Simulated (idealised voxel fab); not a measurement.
The document below concerns the process module designated voxel gate over fins.
Cross-section cut: width 210 nm, square cells of 5 nm.
For the purposes of this document, a cross-section shall be understood as a grid of square cells, specified as bands listed in top-to-bottom order, each band consisting of one or more rows of cells. In this notation a band is specified by the heights of its top and bottom, in that order and in nm, after which its materials appear from left to right, each paired with its width in nm. The word "all across" attached to a single material means that material fills the band from edge to edge; the word "empty" stands for empty space. Height datum 0, below which the as-received substrate wafer is one material. Lowest band open at the bottom, running downward: "0 -> down". Read "30->40" as a graded width: first number on top, second number at the bottom, same change between each pair of neighbouring rows. What does "nothing altered" mean for a step? It means no cell of the cross-section changed in that step. If an empty space has no open way to the top and is at least 8 cells in size, "Sealed internal cavities" lists it, written width x height at distance, where distance is measured from the left edge and every value is in nm. What comes after the settings on a step's line is commentary from the simulator itself on that step. The "overlay nm" setting may appear on a step's line; for a step that uses a mask, it gives how far to the right of its planned position the mask lay, and a negative value indicates the left.

# This section lists the process steps that were planned
1. RECEIVE (material Si)
2. CONFORMAL_DEP (material SiN; thk nm 10)
3. MASKED_ETCH (tone cover; mask id FINS; width nm 15; pitch nm 40; etch materials SiN; depth nm 10; overlay nm 0)
4. MASKED_ETCH (tone cover; mask id FINS; width nm 15; pitch nm 40; etch materials Si; depth nm 35; overlay nm 0)
5. OXIDIZE (depth nm 5)
6. FILL_DEP (material SiO2; thk nm 15)
7. CMP (height nm 10)
8. SELECTIVE_ETCH (etch materials SiO2; depth nm 20)
9. STRIP (etch materials SiN)
10. CONFORMAL_DEP (material HfO2; thk nm 5)
11. CONFORMAL_DEP (material TiN; thk nm 5)
12. FILL_DEP (material W; thk nm 15)
13. CMP (height nm 20)
14. CONFORMAL_DEP (material SiN; thk nm 5)

# First wafer, two in total, run as planned

# As-received state of the wafer in cross-section, equivalent to post-step 1
> 0 -> down | Si all across
> Sealed internal cavities: none

# Sectional view: wafer, after step 2
> 10 -> 0 | SiN all across
> Note: structure below 0 unchanged.

# Sectional view: wafer, after step 3
> 10 -> 0 | empty (75), then SiN (15), then empty (25), then SiN (15), then empty (80)
> Note: structure below 0 unchanged.

# Sectional view: wafer, after step 4
> 10 -> 0 | empty (75), then SiN (15), then empty (25), then SiN (15), then empty (80)
> 0 -> -35 | empty (75), then Si (15), then empty (25), then Si (15), then empty (80)
> Note: structure below -35 unchanged.

# Sectional view: wafer, after step 5
> 10 -> 0 | empty (75), then SiN (15), then empty (25), then SiN (15), then empty (80)
> 0 -> -35 | empty (75), then SiO2 (5), then Si (5), then SiO2 (5), then empty (25), then SiO2 (5), then Si (5), then SiO2 (5), then empty (80)
> -35 -> -40 | SiO2 (80), then Si (5), then SiO2 (35), then Si (5), then SiO2 (85)
> Note: structure below -40 unchanged.

# Sectional view: wafer, after step 6
> 25 -> 10 | SiO2 all across
> 10 -> 0 | SiO2 (75), then SiN (15), then SiO2 (25), then SiN (15), then SiO2 (80)
> 0 -> -40 | SiO2 (80), then Si (5), then SiO2 (35), then Si (5), then SiO2 (85)
> Note: structure below -40 unchanged.

# Sectional view: wafer, after step 7
> 10 -> 0 | SiO2 (75), then SiN (15), then SiO2 (25), then SiN (15), then SiO2 (80)
> Note: structure below 0 unchanged.

# Sectional view: wafer, after step 8
> 10 -> 0 | empty (75), then SiN (15), then empty (25), then SiN (15), then empty (80)
> 0 -> -10 | empty (80), then Si (5), then empty (35), then Si (5), then empty (85)
> Note: structure below -10 unchanged.

# Sectional view: wafer, after step 9
> 0 -> -10 | empty (80), then Si (5), then empty (35), then Si (5), then empty (85)
> Note: structure below -10 unchanged.

# Sectional view: wafer, after step 10
> 5 -> 0 | empty (75), then HfO2 (15), then empty (25), then HfO2 (15), then empty (80)
> 0 -> -5 | empty (75), then HfO2 (5), then Si (5), then HfO2 (5), then empty (25), then HfO2 (5), then Si (5), then HfO2 (5), then empty (80)
> -5 -> -10 | HfO2 (80), then Si (5), then HfO2 (35), then Si (5), then HfO2 (85)
> Note: structure below -10 unchanged.

# Sectional view: wafer, after step 11
> 10 -> 5 | empty (70), then TiN (25), then empty (15), then TiN (25), then empty (75)
> 5 -> 0 | empty (70), then TiN (5), then HfO2 (15), then TiN (5), then empty (15), then TiN (5), then HfO2 (15), then TiN (5), then empty (75)
> 0 -> -5 | TiN (75), then HfO2 (5), then Si (5), then HfO2 (5), then TiN (25), then HfO2 (5), then Si (5), then HfO2 (5), then TiN (80)
> Note: structure below -5 unchanged.

# Sectional view: wafer, after step 12
> 25 -> 10 | W all across
> 10 -> 5 | W (70), then TiN (25), then W (15), then TiN (25), then W (75)
> 5 -> 0 | W (70), then TiN (5), then HfO2 (15), then TiN (5), then W (15), then TiN (5), then HfO2 (15), then TiN (5), then W (75)
> Note: structure below 0 unchanged.

# Sectional view: wafer, after step 13
> 20 -> 10 | W all across
> Note: structure below 10 unchanged.

# Sectional view: wafer, after step 14
> 25 -> 20 | SiN all across
> Note: structure below 20 unchanged.

# Companion wafer, the second of two: same beginning, same intended sequence, one mistake in carrying it out; through step 10 inclusive it tracks the first exactly

# when step 11 should have ended
> 20 -> 10 | empty (60), then TiN (85), then empty (65)
> 10 -> 5 | TiN all across
> 5 -> 0 | TiN (75), then HfO2 (15), then TiN (25), then HfO2 (15), then TiN (80)
> 0 -> -5 | TiN (75), then HfO2 (5), then Si (5), then HfO2 (5), then TiN (25), then HfO2 (5), then Si (5), then HfO2 (5), then TiN (80)
> Note: structure below -5 unchanged.

# when step 12 should have ended
> 35 -> 20 | W all across
> 20 -> 10 | W (60), then TiN (85), then W (65)
> Note: structure below 10 unchanged.

# when step 13 should have ended
> 20 -> 10 | W (60), then TiN (85), then W (65)
> Note: structure below 10 unchanged.

# when step 14 should have ended
> 25 -> 20 | SiN all across
> Note: structure below 20 unchanged.
So what did we get wrong on this run? step 11: run off-plan, actual operation and settings CONFORMAL_DEP (material TiN; thk nm 15)
Counted in cells at the end, the second wafer holds more or fewer of these materials than the first: TiN: 98 more | W: 98 fewer
